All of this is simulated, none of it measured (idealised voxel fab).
process module | voxel released beams
Section shown: cut. Width: 220 nm. Cell size: 5 nm, square.
Bands, listed from the top down, are how a cross-section gets written in this document; the cross-section itself is a grid of square cells, and a band is one or more rows of them.
First you get the band's top height and its bottom height, in nm, and then the materials it's made of, left to right, with each width in nm. If you see a single material with "edge to edge", that one covers the band edge to edge. "air" is empty space.
Ref level 0: as-received wafer is one material below here. Bottom band extends down with no lower bound ("from 0 down").
Graded width ("30 to 40"): value in top row of band = first number; value in bottom row = second number; row-to-row change constant.
Basically "nothing got changed" means that step didn't change any cell in the cross-section.
Basically, "Sealed void inventory" tells you about the enclosed voids: empty spaces with no open way to the top, 8 cells or bigger, each written width x height at distance, where distance is from the left edge, all in nm.
Read whatever lies past the settings on a step's line as the simulator's own remark about the step.
A step's line can hold "overlay nm"; with a mask on that step, the setting says how far right of the planned place the mask lay, while a negative setting says it lay to the left.
Process steps (planned):
1. RECEIVE with material Si
2. CONFORMAL_DEP with material Al2O3, thk nm 5
3. DIRECTIONAL_DEP with material SiO2, thk nm 10
4. DIRECTIONAL_DEP with material aC, thk nm 15
5. PATTERN with tone open, mask id ANCHOR, material resist, width nm 35, thk nm 35, overlay nm 0
6. DIRECTIONAL_ETCH with etch materials aC, depth nm 15
7. STRIP with etch materials resist
8. DIRECTIONAL_ETCH with etch materials SiO2, depth nm 10
9. STRIP with etch materials aC
10. CONFORMAL_DEP with material polySi, thk nm 10
11. DIRECTIONAL_DEP with material aC, thk nm 15
12. PATTERN with tone cover, mask id BEAM, material resist, width nm 85, thk nm 30, overlay nm 0
13. DIRECTIONAL_ETCH with etch materials aC, depth nm 15
14. STRIP with etch materials resist
15. DIRECTIONAL_ETCH with etch materials polySi, depth nm 10
16. STRIP with etch materials aC
17. STRIP with etch materials SiO2
Cross-section of the incoming wafer, state after step 1:
    from 0 down | Si edge to edge
    Sealed void inventory: none
The module was run from the start shown above using the plan shown above, but one mistake was made doing it; the resulting wafer cross-section is below:
    from 20 to 10 | air=65 | polySi=15 | air=15 | polySi=55 | air=70
    from 10 to 0 | air=70 | polySi=35 | air=115
    from 0 down | Si edge to edge
    Sealed void inventory: none
Deviation from plan: heads up, step 2 of the plan was skipped and never actually ran
